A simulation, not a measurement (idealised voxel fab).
process module | voxel self aligned vias
cross-section cut | 220 nm wide | cells 5 nm
A cross-section is a grid of square cells, given in bands from the top down. A band is one or more rows of cells.
Each band's line starts with the height of the band's top and of its bottom, in nm. Then come its materials from left to right, each with its width in nm. One material with "throughout" fills the band from edge to edge. "air" is empty space.
Height 0 is the level under which the wafer as received is all one material. The lowest band goes on downwards, as in "0 down".
A width such as "30 to 40" changes by the same amount from each row of cells to the next, from the band's top row to its bottom row.
"no change" after a step means that no cell of the cross-section changed.
closed voids: empty space of 8 cells or more with no open way to the top, each as width x height at its distance from the left edge, in nm
after a step's settings: what the simulator itself notes on the step
overlay nm, on a step with a mask: how far to the right of its planned place the mask lay; to the left if negative
plan
1 op RECEIVE | material Si
2 op CONFORMAL_DEP | material SiO2 | thk nm 10
3 op CONFORMAL_DEP | material SiCN | thk nm 5
4 op DIRECTIONAL_DEP | material lowk | thk nm 20
5 op PATTERN | tone open | mask id LINES | material resist | width nm 25 | pitch nm 70 | thk nm 15 | overlay nm 0
6 op DIRECTIONAL_ETCH | etch materials lowk | depth nm 20
7 op STRIP | etch materials resist
8 op CONFORMAL_DEP | material TiN | thk nm 5
9 op FILL_DEP | material W | thk nm 5
10 op CMP | height nm 35
11 op SELECTIVE_ETCH | etch materials W Ru TiN | depth nm 5
12 op FILL_DEP | material SiN | thk nm 5
13 op CMP | height nm 35
14 op DIRECTIONAL_DEP | material lowk | thk nm 20
15 op PATTERN | tone open | mask id VIAS | material resist | width nm 45 | thk nm 20 | overlay nm 0
16 op DIRECTIONAL_ETCH | etch materials lowk | depth nm 20
17 op DIRECTIONAL_ETCH | etch materials SiN | depth nm 5
18 op STRIP | etch materials resist
19 op CONFORMAL_DEP | material TiN | thk nm 5
20 op FILL_DEP | material W | thk nm 5
21 op CMP | height nm 55
22 op CONFORMAL_DEP | material SiCN | thk nm 5
as received, after step 1
  0 down: Si throughout
  closed voids: none
a wafer at the end: this start, this plan, one mistake
  60 to 55: SiCN throughout
  55 to 40: lowk 50 | TiN 5 | W 35 | TiN 5 | lowk 125
  40 to 35: lowk 50 | TiN 45 | lowk 125
  35 to 30: SiN 50 | TiN 10 | lowk 25 | TiN 10 | SiN 35 | lowk 25 | SiN 65
  30 to 20: W 55 | TiN 5 | lowk 25 | TiN 5 | W 35 | TiN 5 | lowk 25 | TiN 5 | W 60
  20 to 15: TiN 60 | lowk 25 | TiN 45 | lowk 25 | TiN 65
  15 to 10: SiCN throughout
  10 to 0: SiO2 throughout
  0 down: Si throughout
  closed voids: none
what went wrong: step 5 ran as: op PATTERN | tone cover | mask id LINES | material resist | width nm 25 | pitch nm 70 | thk nm 15 | overlay nm 0
